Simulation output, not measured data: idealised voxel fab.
The following is a process module called voxel self aligned vias.
cross-section cut | 295 nm wide | cells 5 nm
How to read a cross-section here: the picture is a grid of square cells, written as bands going from the top down, and any band can span one or more rows of cells. First you get the band's top height and its bottom height, in nm, and then the materials it's made of, left to right, with each width in nm. If you see a single material with "edge to edge", that one covers the band edge to edge. "air" is empty space. Ref level 0: as-received wafer is one material below here. Bottom band extends down with no lower bound ("from 0 down"). It should be noted that a width expressed as "30 to 40" varies in equal increments from row to row of cells within the band, taking the value of the first number at the top row and that of the second number at the bottom row. "nothing got changed" after a step means that no cell of the cross-section changed. Under "Sealed void listing" you'll find the enclosed gaps, the ones with no way out to the top, that are 8 cells or bigger; each reads width x height at distance, with distance counted from the left edge, everything in nm. Anything after a step's settings on that line? It's the simulator's own note about the step. overlay nm: right-of-plan distance of the mask on a masked step; negative values mean left-of-plan.

LISTED BELOW ARE THE PROCESS STEPS AS PLANNED
- 1: RECEIVE | material Si
- 2: CONFORMAL_DEP | material SiO2 | thk nm 15
- 3: CONFORMAL_DEP | material SiCN | thk nm 5
- 4: DIRECTIONAL_DEP | material SiO2 | thk nm 20
- 5: PATTERN | tone open | mask id LINES | material resist | width nm 30 | pitch nm 65 | thk nm 20 | overlay nm 0
- 6: DIRECTIONAL_ETCH | etch materials SiO2 | depth nm 20
- 7: STRIP | etch materials resist
- 8: CONFORMAL_DEP | material TiN | thk nm 5
- 9: FILL_DEP | material Ru | thk nm 10
- 10: CMP | height nm 40
- 11: SELECTIVE_ETCH | etch materials W Ru TiN | depth nm 10
- 12: FILL_DEP | material SiN | thk nm 10
- 13: CMP | height nm 40
- 14: DIRECTIONAL_DEP | material SiO2 | thk nm 15
- 15: MASKED_ETCH | tone open | mask id VIAS | width nm 50 | etch materials SiO2 | depth nm 15 | overlay nm 0
- 16: MASKED_ETCH | tone open | mask id VIAS | width nm 50 | etch materials SiN | depth nm 10 | overlay nm 0
- 17: CONFORMAL_DEP | material TiN | thk nm 5
- 18: FILL_DEP | material Ru | thk nm 5
- 19: CMP | height nm 55
- 20: CONFORMAL_DEP | material SiCN | thk nm 5

WAFER CROSS-SECTION ON RECEIPT, I.E. AFTER STEP 1
- from 0 down  Si edge to edge
- Sealed void listing: none

CROSS-SECTION: FIRST OF TWO WAFERS, MODULE FINISHED, RUN ACCORDING TO PLAN
- from 60 to 55  SiCN edge to edge
- from 55 to 45  90 nm SiO2, 5 nm TiN, 40 nm Ru, 5 nm TiN, 155 nm SiO2
- from 45 to 40  90 nm SiO2, 15 nm TiN, 20 nm Ru, 15 nm TiN, 155 nm SiO2
- from 40 to 35  100 nm SiO2, 5 nm TiN, 20 nm Ru, 5 nm TiN, 35 nm SiO2, 30 nm SiN, 100 nm SiO2
- from 35 to 30  100 nm SiO2, 30 nm TiN, 35 nm SiO2, 30 nm SiN, 100 nm SiO2
- from 30 to 25  100 nm SiO2, 5 nm TiN, 20 nm Ru, 5 nm TiN, 35 nm SiO2, 5 nm TiN, 20 nm Ru, 5 nm TiN, 100 nm SiO2
- from 25 to 20  100 nm SiO2, 30 nm TiN, 35 nm SiO2, 30 nm TiN, 100 nm SiO2
- from 20 to 15  SiCN edge to edge
- from 15 to 0  SiO2 edge to edge
- from 0 down  Si edge to edge
- Sealed void listing: none

CROSS-SECTIONAL IMAGE OF THE SECOND WAFER OF THE TWO FOLLOWING COMPLETION OF THE MODULE. STARTING STATE AND PROCESS PLAN WERE THE SAME AS FOR THE FIRST WAFER; ONE EXECUTION ERROR OCCURRED
- from 60 to 55  SiCN edge to edge
- from 55 to 45  90 nm SiO2, 5 nm TiN, 45 nm Ru, 5 nm TiN, 150 nm SiO2
- from 45 to 40  90 nm SiO2, 15 nm TiN, 20 nm Ru, 20 nm TiN, 150 nm SiO2
- from 40 to 35  100 nm SiO2, 5 nm TiN, 20 nm Ru, 5 nm TiN, 35 nm SiO2, 30 nm SiN, 100 nm SiO2
- from 35 to 30  100 nm SiO2, 30 nm TiN, 35 nm SiO2, 30 nm SiN, 100 nm SiO2
- from 30 to 25  100 nm SiO2, 5 nm TiN, 20 nm Ru, 5 nm TiN, 35 nm SiO2, 5 nm TiN, 20 nm Ru, 5 nm TiN, 100 nm SiO2
- from 25 to 20  100 nm SiO2, 30 nm TiN, 35 nm SiO2, 30 nm TiN, 100 nm SiO2
- from 20 to 15  SiCN edge to edge
- from 15 to 0  SiO2 edge to edge
- from 0 down  Si edge to edge
- Sealed void listing: none
Deviation noted in wafer processing: off-plan run, step 15, actual operation and settings MASKED_ETCH | tone open | mask id VIAS | width nm 55 | etch materials SiO2 | depth nm 15 | overlay nm 0
Cell-count delta at end, second wafer over first, by material: Ru +2; SiO2 -3; TiN +1
